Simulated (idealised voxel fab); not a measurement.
Documented hereafter: the process module known as voxel released beams.
FYI the section here is cut, 225 nm wide, cells are 5 nm squares.
Think of the cross-section as a grid of square cells. We describe it in bands, top to bottom, and each band covers one or more rows of those cells. A band entry consists of two parts. The first gives the height of the band's top and the height of its bottom, in nm. The rest lists the band's materials from left to right, each with its width in nm. A single material labelled with the word "throughout" fills the band from edge to edge, and the word "empty" marks empty space. Where do heights start? At 0: under that level the wafer as delivered is made of one material only. And the lowest band has no floor; it just carries on downward, as in "0 -> down". Quick explanation for "30..40": the width changes in equal steps down the rows of cells, from the first number in the band's top row to the second number in its bottom row. You'll sometimes find "nothing got changed" written for a step, and that's the way of saying that nowhere in the cross-section did a cell change during that step. Closed-off voids of 8+ cells (no open route to the top) go in "Voids, fully enclosed", written width x height at distance from the left edge, in nm. Anything after a step's settings on that line? It's the simulator's own note about the step. overlay nm: where the mask lay relative to plan, measured to the right, on steps with a mask; negatives go left.
Listed below are the process steps as planned:
- 1: RECEIVE with material Si
- 2: CONFORMAL_DEP with material Al2O3, thk nm 5
- 3: DIRECTIONAL_DEP with material SiO2, thk nm 15
- 4: MASKED_ETCH with tone open, mask id ANCHOR, width nm 35, etch materials SiO2, depth nm 15, overlay nm 0
- 5: CONFORMAL_DEP with material SiN, thk nm 5
- 6: MASKED_ETCH with tone cover, mask id BEAM, width nm 100, etch materials SiN, depth nm 10, overlay nm 0
- 7: STRIP with etch materials SiO2
The thk nm used in step 5 is not the same on every wafer, whereas the starting condition is; the value printed in the plan is the first wafer's.
First wafer as received, after step 1:
* 0 -> down | Si throughout
* Voids, fully enclosed: none
Note: the following table is arranged by wafer, a row apiece. Each row reports the end-of-module state: per material, cells gained (+) or cells lost (-) compared with the wafer as received; closed voids follow:
thk nm 5 | +45 Al2O3 | +26 SiN | Voids, fully enclosed: none
thk nm 10 | +45 Al2O3 | +52 SiN | Voids, fully enclosed: none
thk nm 15 | +45 Al2O3 | +103 SiN | +114 SiO2 | Voids, fully enclosed: none
thk nm 20 | +45 Al2O3 | +151 SiN | +114 SiO2 | Voids, fully enclosed: none
thk nm 25 | +45 Al2O3 | +196 SiN | +114 SiO2 | Voids, fully enclosed: none
